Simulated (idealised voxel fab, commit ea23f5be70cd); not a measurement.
Process module, titled voxel gate over fins
Xsec cut, 245 nm wide, square cell size 5 nm.
For the purposes of this document, a cross-section shall be understood as a grid of square cells, specified as bands listed in top-to-bottom order, each band consisting of one or more rows of cells.
Heads up on the band format: heights come first, top then bottom, in nm. After that it's the materials left to right, each with its width in nm. A single material flagged "throughout" fills the whole band edge to edge, and "empty" means there's empty space there.
Zero point of the height axis is 0; under it, received wafer = one material. Lowest band: continues down indefinitely, "from 0 down".
A width given as "30 to 40" starts at the first number in the band's top row and ends at the second number in its bottom row, shifting by an equal amount at every step from row to row.
When a step is marked "remained unchanged", none of the cells in the cross-section changed during that step.
"Tabulated closed voids" means: voids of 8 cells or more that are shut off from the top with no open way through. Written width x height at distance, distance from the left edge, in nm.
If you see something after the settings on a step's line, that's the simulator's own remark about that step.
overlay nm: mask offset rightward from planned place, masked step; negative means leftward offset.

## The process steps that were planned are listed below
1 RECEIVE (material Si)
2 CONFORMAL_DEP (material SiN; thk nm 5)
3 MASKED_ETCH (tone cover; mask id FINS; width nm 15; pitch nm 55; etch materials SiN; depth nm 5; overlay nm 0)
4 MASKED_ETCH (tone cover; mask id FINS; width nm 15; pitch nm 55; etch materials Si; depth nm 30; overlay nm 0)
5 OXIDIZE (depth nm 5)
6 FILL_DEP (material SiO2; thk nm 15)
7 CMP (height nm 5)
8 PATTERN (tone open; mask id RAIL; material resist; width nm 15; thk nm 20; overlay nm 0)
9 DIRECTIONAL_ETCH (etch materials SiO2; depth nm 30)
10 STRIP (etch materials resist)
11 CONFORMAL_DEP (material TiN; thk nm 5)
12 FILL_DEP (material W; thk nm 5)
13 CMP (height nm 5)
14 SELECTIVE_ETCH (etch materials W Ru TiN; depth nm 25)
15 FILL_DEP (material SiO2; thk nm 5)
16 CMP (height nm 5)
17 SELECTIVE_ETCH (etch materials SiO2; depth nm 20)
18 STRIP (etch materials SiN)
19 CONFORMAL_DEP (material HfO2; thk nm 5)
20 CONFORMAL_DEP (material TiN; thk nm 5)
21 FILL_DEP (material W; thk nm 10)
22 CMP (height nm 15)
23 CONFORMAL_DEP (material SiN; thk nm 5)

## Cross-section: wafer on arrival = after step 1
	from 0 down: Si throughout
	Tabulated closed voids: none

## Post-module cross-section: identical start and plan to those above, one misstep in execution
	from 20 to 15: SiN throughout
	from 15 to 10: W throughout
	from 10 to 5: W 25 nm | TiN 25 nm | W 30 nm | TiN 25 nm | W 30 nm | TiN 25 nm | W 30 nm | TiN 25 nm | W 30 nm
	from 5 to 0: W 25 nm | TiN 5 nm | HfO2 15 nm | TiN 5 nm | W 30 nm | TiN 5 nm | HfO2 15 nm | TiN 5 nm | W 30 nm | TiN 5 nm | HfO2 15 nm | TiN 5 nm | W 30 nm | TiN 5 nm | HfO2 15 nm | TiN 5 nm | W 30 nm
	from 0 to -5: W 25 nm | TiN 5 nm | HfO2 5 nm | Si 5 nm | HfO2 5 nm | TiN 5 nm | W 30 nm | TiN 5 nm | HfO2 5 nm | Si 5 nm | HfO2 5 nm | TiN 5 nm | W 30 nm | TiN 5 nm | HfO2 5 nm | Si 5 nm | HfO2 5 nm | TiN 5 nm | W 30 nm | TiN 5 nm | HfO2 5 nm | Si 5 nm | HfO2 5 nm | TiN 5 nm | W 30 nm
	from -5 to -10: TiN 30 nm | HfO2 5 nm | Si 5 nm | HfO2 5 nm | TiN 40 nm | HfO2 5 nm | Si 5 nm | HfO2 5 nm | TiN 40 nm | HfO2 5 nm | Si 5 nm | HfO2 5 nm | TiN 40 nm | HfO2 5 nm | Si 5 nm | HfO2 5 nm | TiN 35 nm
	from -10 to -15: HfO2 35 nm | Si 5 nm | HfO2 50 nm | Si 5 nm | HfO2 50 nm | Si 5 nm | HfO2 50 nm | Si 5 nm | HfO2 40 nm
	from -15 to -20: SiO2 35 nm | Si 5 nm | SiO2 50 nm | Si 5 nm | SiO2 50 nm | Si 5 nm | SiO2 50 nm | Si 5 nm | SiO2 40 nm
	from -20 to -25: SiO2 35 nm | Si 5 nm | SiO2 15 nm | TiN 15 nm | SiO2 20 nm | Si 5 nm | SiO2 50 nm | Si 5 nm | SiO2 50 nm | Si 5 nm | SiO2 40 nm
	from -25 to -65: SiO2 35 nm | Si 5 nm | SiO2 50 nm | Si 5 nm | SiO2 50 nm | Si 5 nm | SiO2 50 nm | Si 5 nm | SiO2 40 nm
	from -65 down: Si throughout
	Tabulated closed voids: none
Short version of what went wrong: the plan had its step 4 run twice
